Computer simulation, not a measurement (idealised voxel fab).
Proc. module: voxel double patterning
Cross-section cut: width 255 nm, square cells of 5 nm.
Heads up, the way a cross-section reads in here is a grid of square cells, handed over as bands from the top down, with every band being one or more rows of cells.
For a band, the entry starts with two heights in nm, that of the top and then that of the bottom, and carries on with the band's materials in order from left to right, each alongside its width in nm; the word "throughout" beside a single material means it fills the band edge to edge, and "blank" means empty space.
Heights from 0 (as-received wafer is one material below). Bottom band endless downward, as "0 -> down".
The width entry "30 to 40" should be interpreted row by row: the top row of cells in the band takes the first number, the bottom row takes the second number, and the change between adjacent rows is uniform throughout.
Key: "nothing different" - step with no changed cell in the cross-section.
"Sealed internal voids": empty spaces of 8 cells or more with no open way to the top, each given as width x height at distance, distance from the left edge, all in nm.
Post-settings text on a step line: simulator's own remark regarding the step.
The optional step-line setting "overlay nm" applies to steps with a mask and quantifies how far to the right of its planned location the mask lay, a negative value indicating leftward placement.
This section lists the process steps that were planned
1) RECEIVE | material Si
2) CONFORMAL_DEP | material SiO2 | thk nm 5
3) DIRECTIONAL_DEP | material polySi | thk nm 10
4) DIRECTIONAL_DEP | material SiN | thk nm 5
5) PATTERN | tone open | mask id FIRST | material resist | width nm 15 | pitch nm 50 | thk nm 20 | overlay nm 0
6) DIRECTIONAL_ETCH | etch materials SiN | depth nm 5
7) STRIP | etch materials resist
8) DIRECTIONAL_DEP | material aC | thk nm 10
9) PATTERN | tone open | mask id SECOND | material resist | width nm 15 | pitch nm 50 | thk nm 30 | overlay nm 0
10) DIRECTIONAL_ETCH | etch materials aC | depth nm 10
11) STRIP | etch materials resist
12) DIRECTIONAL_ETCH | etch materials SiN | depth nm 5
13) STRIP | etch materials aC
14) DIRECTIONAL_ETCH | etch materials polySi | depth nm 10
15) STRIP | etch materials SiN
Incoming wafer, cross-sectional view, post step 1
* 0 -> down = Si throughout
* Sealed internal voids: none
Run as planned - first of the two wafers cross-sectioned at the end of the module
* 15 -> 5 = polySi: 70, then blank: 15, then polySi: 10, then blank: 15, then polySi: 10, then blank: 15, then polySi: 10, then blank: 15, then polySi: 10, then blank: 15, then polySi: 70
* 5 -> 0 = SiO2 throughout
* 0 -> down = Si throughout
* Sealed internal voids: none
This cross-section belongs to the second wafer of two at the end of the module; the start and the plan were shared with the first, and the run included one mistake
* 15 -> 10 = SiO2 throughout
* 10 -> 0 = polySi throughout
* 0 -> down = Si throughout
* Sealed internal voids: none
It is concluded that the wafer was processed incorrectly with respect to the plan, in that so 2 and 3 got swapped relative to the plan, each ran where the other was supposed to
FYI, end of process, the second wafer has more or fewer cells of some materials than the first: 30 more of polySi
